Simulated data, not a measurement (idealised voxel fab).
process module | voxel ribs on slabs
cross-section cut | 215 nm wide | cells 5 nm
A cross-section is a grid of square cells, given in bands from the top down. A band is one or more rows of cells.
Each band's line starts with the height of the band's top and of its bottom, in nm. Then come its materials from left to right, each with its width in nm. One material with "throughout" fills the band from edge to edge. "air" is empty space.
Height 0 is the level under which the wafer as received is all one material. The lowest band goes on downwards, as in "0 down".
A width such as "30 to 40" changes by the same amount from each row of cells to the next, from the band's top row to its bottom row.
"no change" after a step means that no cell of the cross-section changed.
closed voids: empty space of 8 cells or more with no open way to the top, each as width x height at its distance from the left edge, in nm
after a step's settings: what the simulator itself notes on the step
overlay nm, on a step with a mask: how far to the right of its planned place the mask lay; to the left if negative
plan
1 op RECEIVE | material Si
2 op DIRECTIONAL_DEP | material SiO2 | thk nm 30
3 op DIRECTIONAL_DEP | material polySi | thk nm 15
4 op PATTERN | tone cover | mask id RIB | material resist | width nm 20 | thk nm 15 | overlay nm 0
5 op DIRECTIONAL_ETCH | etch materials polySi | depth nm 10
6 op STRIP | etch materials resist
7 op DIRECTIONAL_DEP | material aC | thk nm 10
8 op PATTERN | tone cover | mask id SLAB | material resist | width nm 70 | thk nm 30 | overlay nm 0
9 op DIRECTIONAL_ETCH | etch materials aC | depth nm 10
10 op STRIP | etch materials resist
11 op DIRECTIONAL_ETCH | etch materials polySi | depth nm 5
12 op STRIP | etch materials aC
13 op FILL_DEP | material SiO2 | thk nm 20
14 op CMP | height nm 55
15 op DIRECTIONAL_DEP | material TiN | thk nm 5
16 op DIRECTIONAL_DEP | material aC | thk nm 10
17 op PATTERN | tone cover | mask id HEATER | material resist | width nm 30 | thk nm 30 | overlay nm 0
18 op DIRECTIONAL_ETCH | etch materials aC | depth nm 10
19 op STRIP | etch materials resist
20 op DIRECTIONAL_ETCH | etch materials TiN | depth nm 5
21 op STRIP | etch materials aC
22 op CONFORMAL_DEP | material SiO2 | thk nm 5
varied across the wafers: thk nm of step 15. The plan shows the first wafer's value. All wafers start alike
first wafer as received, after step 1
  0 down: Si throughout
  closed voids: none
first wafer at the end, after step 22
  65 to 60: air 85 | SiO2 40 | air 90
  60 to 55: SiO2 90 | TiN 30 | SiO2 95
  55 to 45: SiO2 throughout
  45 to 35: SiO2 95 | polySi 20 | SiO2 100
  35 to 30: SiO2 70 | polySi 70 | SiO2 75
  30 to 0: SiO2 throughout
  0 down: Si throughout
  closed voids: none
last wafer at the end
  80 to 75: air 85 | SiO2 40 | air 90
  75 to 70: SiO2 90 | TiN 30 | SiO2 95
  70 to 55: TiN throughout
  55 to 45: SiO2 throughout
  45 to 35: SiO2 95 | polySi 20 | SiO2 100
  35 to 30: SiO2 70 | polySi 70 | SiO2 75
  30 to 0: SiO2 throughout
  0 down: Si throughout
  closed voids: none
each wafer at the end: cells of each material gained (+) or lost (-) since it was received, then its closed voids
thk nm 5 | +496 SiO2 | +6 TiN | +22 polySi | closed voids: none
thk nm 10 | +496 SiO2 | +49 TiN | +22 polySi | closed voids: none
thk nm 15 | +496 SiO2 | +92 TiN | +22 polySi | closed voids: none
thk nm 20 | +496 SiO2 | +135 TiN | +22 polySi | closed voids: none
